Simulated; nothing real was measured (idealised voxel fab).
Title: Process Module voxel released beams
Cross-section cut: width 250 nm, square cells of 5 nm.
The cross-sections in this document take the form of a grid made of square cells. They are written out as bands, in order from top to bottom. Each band consists of one or more rows of cells. For a band, the entry starts with two heights in nm, that of the top and then that of the bottom, and carries on with the band's materials in order from left to right, each alongside its width in nm; the word "throughout" beside a single material means it fills the band edge to edge, and "empty" means empty space. Zero point of the height axis is 0; under it, received wafer = one material. Lowest band: continues down indefinitely, "top 0, no bottom". Per-row width for "30->40": begins at first number (top row of band), ends at second number (bottom row), increment between rows held constant. Key: "remained the same" - step with no changed cell in the cross-section. If an empty space has no open way to the top and is at least 8 cells in size, "Enclosed internal voids" lists it, written width x height at distance, where distance is measured from the left edge and every value is in nm. It should be noted that, on the line of a given step, the content following the step's settings is a remark produced by the simulator itself with respect to that step. For masked steps, "overlay nm" on the step line gives how far right of plan the mask actually lay; a minus sign means it lay to the left.
Planned step list for the process
- 1: RECEIVE [material Si]
- 2: CONFORMAL_DEP [material Al2O3] [thk nm 10]
- 3: DIRECTIONAL_DEP [material SiO2] [thk nm 20]
- 4: DIRECTIONAL_DEP [material aC] [thk nm 15]
- 5: PATTERN [tone open] [mask id ANCHOR] [material resist] [width nm 25] [thk nm 30] [overlay nm 0]
- 6: DIRECTIONAL_ETCH [etch materials aC] [depth nm 15]
- 7: STRIP [etch materials resist]
- 8: DIRECTIONAL_ETCH [etch materials SiO2] [depth nm 20]
- 9: STRIP [etch materials aC]
- 10: CONFORMAL_DEP [material SiN] [thk nm 10]
- 11: PATTERN [tone cover] [mask id BEAM] [material resist] [width nm 70] [thk nm 15] [overlay nm 0]
- 12: DIRECTIONAL_ETCH [etch materials SiN] [depth nm 10]
- 13: STRIP [etch materials resist]
- 14: STRIP [etch materials SiO2]
Run as planned: first of two wafers
Shown in cross-section is the wafer as received, that is, as it stands after step 1
- top 0, no bottom | Si throughout
- Enclosed internal voids: none
After step 2
- top 10, bottom 0 | Al2O3 throughout
- Everything under 0 stays put, no change at all.
After step 3
- top 30, bottom 10 | SiO2 throughout
- Everything under 10 stays put, no change at all.
After step 4
- top 45, bottom 30 | aC throughout
- Everything under 30 stays put, no change at all.
After step 5
- top 75, bottom 45 | resist: 90, then empty: 25, then resist: 135
- Everything under 45 stays put, no change at all.
After step 6
- top 60, bottom 45 | resist: 90, then empty: 25, then resist: 135
- top 45, bottom 30 | aC: 90, then empty: 25, then aC: 135
- Everything under 30 stays put, no change at all.
After step 7
- top 45, bottom 30 | aC: 90, then empty: 25, then aC: 135
- Everything under 30 stays put, no change at all.
After step 8
- top 45, bottom 30 | aC: 90, then empty: 25, then aC: 135
- top 30, bottom 10 | SiO2: 90, then empty: 25, then SiO2: 135
- Everything under 10 stays put, no change at all.
After step 9
- top 30, bottom 10 | SiO2: 90, then empty: 25, then SiO2: 135
- Everything under 10 stays put, no change at all.
After step 10
- top 40, bottom 30 | SiN: 100, then empty: 5, then SiN: 145
- top 30, bottom 20 | SiO2: 90, then SiN: 10, then empty: 5, then SiN: 10, then SiO2: 135
- top 20, bottom 10 | SiO2: 90, then SiN: 25, then SiO2: 135
- Everything under 10 stays put, no change at all.
After step 11
- top 55, bottom 40 | empty: 85, then resist: 70, then empty: 95
- top 40, bottom 30 | SiN: 100, then resist: 5, then SiN: 145
- top 30, bottom 20 | SiO2: 90, then SiN: 10, then resist: 5, then SiN: 10, then SiO2: 135
- Everything under 20 stays put, no change at all.
After step 12
- top 55, bottom 40 | empty: 85, then resist: 70, then empty: 95
- top 40, bottom 30 | empty: 85, then SiN: 15, then resist: 5, then SiN: 50, then empty: 95
- Everything under 30 stays put, no change at all.
After step 13
- top 40, bottom 30 | empty: 85, then SiN: 15, then empty: 5, then SiN: 50, then empty: 95
- top 30, bottom 20 | SiO2: 90, then SiN: 10, then empty: 5, then SiN: 10, then SiO2: 135
- Everything under 20 stays put, no change at all.
After step 14
- top 40, bottom 30 | empty: 85, then SiN: 15, then empty: 5, then SiN: 50, then empty: 95
- top 30, bottom 20 | empty: 90, then SiN: 10, then empty: 5, then SiN: 10, then empty: 135
- top 20, bottom 10 | empty: 90, then SiN: 25, then empty: 135
- Everything under 10 stays put, no change at all.
Okay, second wafer. Nothing different at the start, nothing different in the plan, just one mistake somewhere in the running. As far as step 10, counting that step, it's the first wafer all over again
At the planned end of step 11, the second wafer in cross-section
- top 55, bottom 40 | empty: 85, then resist: 75, then empty: 90
- top 40, bottom 30 | SiN: 100, then resist: 5, then SiN: 145
- top 30, bottom 20 | SiO2: 90, then SiN: 10, then resist: 5, then SiN: 10, then SiO2: 135
- Everything under 20 stays put, no change at all.
At the planned end of step 12, the second wafer in cross-section
- top 55, bottom 40 | empty: 85, then resist: 75, then empty: 90
- top 40, bottom 30 | empty: 85, then SiN: 15, then resist: 5, then SiN: 55, then empty: 90
- Everything under 30 stays put, no change at all.
At the planned end of step 13, the second wafer in cross-section
- top 40, bottom 30 | empty: 85, then SiN: 15, then empty: 5, then SiN: 55, then empty: 90
- top 30, bottom 20 | SiO2: 90, then SiN: 10, then empty: 5, then SiN: 10, then SiO2: 135
- Everything under 20 stays put, no change at all.
At the planned end of step 14, the second wafer in cross-section
- top 40, bottom 30 | empty: 85, then SiN: 15, then empty: 5, then SiN: 55, then empty: 90
- top 30, bottom 20 | empty: 90, then SiN: 10, then empty: 5, then SiN: 10, then empty: 135
- top 20, bottom 10 | empty: 90, then SiN: 25, then empty: 135
- Everything under 10 stays put, no change at all.
Against the plan, the run slipped here: step 11 went in with a setting other than planned; the actual run was PATTERN [tone cover] [mask id BEAM] [material resist] [width nm 75] [thk nm 15] [overlay nm 0]
Counted in cells at the end, the second wafer holds more or fewer of these materials than the first: SiN +2
